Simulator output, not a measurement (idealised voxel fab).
This section sets out a process module, namely voxel self aligned contacts.
FYI the section here is cut, 245 nm wide, cells are 5 nm squares.
Think of the cross-section as a grid of square cells. We describe it in bands, top to bottom, and each band covers one or more rows of those cells.
First you get the band's top height and its bottom height, in nm, and then the materials it's made of, left to right, with each width in nm. If you see a single material with "edge to edge", that one covers the band edge to edge. "air" is empty space.
Heights are reckoned from 0. Under this level, the received wafer is all of one material. The bottommost band is open-ended downward, for example "0 nm and below".
So if you see something like "30->40" for the width, read it as the top row of the band sitting at the first number and the bottom row at the second, with every row in between moving by the same amount as the last.
"left unchanged" -> step changed no cross-section cell.
So "Fully sealed cavities" is basically the list of trapped voids: any empty space of 8 cells or more that can't reach the top through an opening. They're written width x height at distance, the distance being from the left edge, and it's all nm.
Text after the settings on a step's line: the simulator's own remark on that step.
overlay nm: mask right of planned place by this much (step with mask). Neg. = left.
**The following list gives the planned process steps**
step 1: RECEIVE: material Si
step 2: OXIDIZE: depth nm 5
step 3: DIRECTIONAL_DEP: material polySi, thk nm 30
step 4: DIRECTIONAL_DEP: material SiN, thk nm 25
step 5: DIRECTIONAL_DEP: material aC, thk nm 10
step 6: PATTERN: tone cover, mask id GATE, material resist, width nm 15, pitch nm 65, thk nm 25, overlay nm 0
step 7: DIRECTIONAL_ETCH: etch materials aC, depth nm 10
step 8: STRIP: etch materials resist
step 9: DIRECTIONAL_ETCH: etch materials SiN, depth nm 25
step 10: DIRECTIONAL_ETCH: etch materials polySi, depth nm 30
step 11: STRIP: etch materials aC
step 12: CONFORMAL_DEP: material SiN, thk nm 10
step 13: DIRECTIONAL_ETCH: etch materials SiN, depth nm 10
step 14: FILL_DEP: material SiO2, thk nm 20
step 15: CMP: height nm 65
step 16: PATTERN: tone open, mask id CONTACT, material resist, width nm 50, thk nm 15, overlay nm 0
step 17: DIRECTIONAL_ETCH: etch materials SiO2, depth nm 70
step 18: STRIP: etch materials resist
step 19: CONFORMAL_DEP: material TiN, thk nm 5
step 20: FILL_DEP: material W, thk nm 5
step 21: CMP: height nm 65
step 22: CONFORMAL_DEP: material SiN, thk nm 5
The width nm used in step 6 is not the same on every wafer, whereas the starting condition is; the value printed in the plan is the first wafer's.
**First of several wafers, received after step 1, in cross-section**
> 0 nm and below | Si edge to edge
> Fully sealed cavities: none
**Cross-section, first of several wafers, end of module, after last step 22**
> 70 nm to 65 nm | SiN edge to edge
> 65 nm to 55 nm | 95 SiO2 | 5->15 TiN | 40->20 W | 5->15 TiN | 100 SiO2
> 55 nm to 30 nm | 70 SiO2 | 35 SiN | 5 TiN | 20 W | 5 TiN | 35 SiN | 75 SiO2
> 30 nm to 0 nm | 70 SiO2 | 10 SiN | 15 polySi | 10 SiN | 5 TiN | 20 W | 5 TiN | 10 SiN | 15 polySi | 10 SiN | 75 SiO2
> 0 nm to -5 nm | 105 SiO2 | 30 TiN | 110 SiO2
> -5 nm and below | Si edge to edge
> Fully sealed cavities: none
**Here's the last wafer cross-sectioned at the end of the module**
> 70 nm to 65 nm | SiN edge to edge
> 65 nm to 60 nm | 95 SiO2 | 5 TiN | 40 W | 5 TiN | 100 SiO2
> 60 nm to 55 nm | 95 SiO2 | 50 TiN | 100 SiO2
> 55 nm to 30 nm | 60 SiO2 | 60 SiN | 5 TiN | 60 SiN | 60 SiO2
> 30 nm to 0 nm | 60 SiO2 | 10 SiN | 40 polySi | 10 SiN | 5 TiN | 10 SiN | 40 polySi | 10 SiN | 60 SiO2
> 0 nm to -5 nm | 120 SiO2 | 5 TiN | 120 SiO2
> -5 nm and below | Si edge to edge
> Fully sealed cavities: none
**Every row in this table is a wafer at the end of the module, and it gives, for each of the materials, the cells that wafer has gained (+) or lost (-) since it was received, then its closed voids**
width nm 15 | -49 Si | +167 SiN | +440 SiO2 | +36 TiN | +56 W | +36 polySi | Fully sealed cavities: none
width nm 20 | -49 Si | +177 SiN | +430 SiO2 | +36 TiN | +44 W | +48 polySi | Fully sealed cavities: none
width nm 25 | -49 Si | +187 SiN | +420 SiO2 | +36 TiN | +32 W | +60 polySi | Fully sealed cavities: none
width nm 30 | -49 Si | +197 SiN | +410 SiO2 | +36 TiN | +20 W | +72 polySi | Fully sealed cavities: none
width nm 35 | -49 Si | +207 SiN | +400 SiO2 | +36 TiN | +8 W | +84 polySi | Fully sealed cavities: none
width nm 40 | -49 Si | +217 SiN | +390 SiO2 | +24 TiN | +8 W | +96 polySi | Fully sealed cavities: none
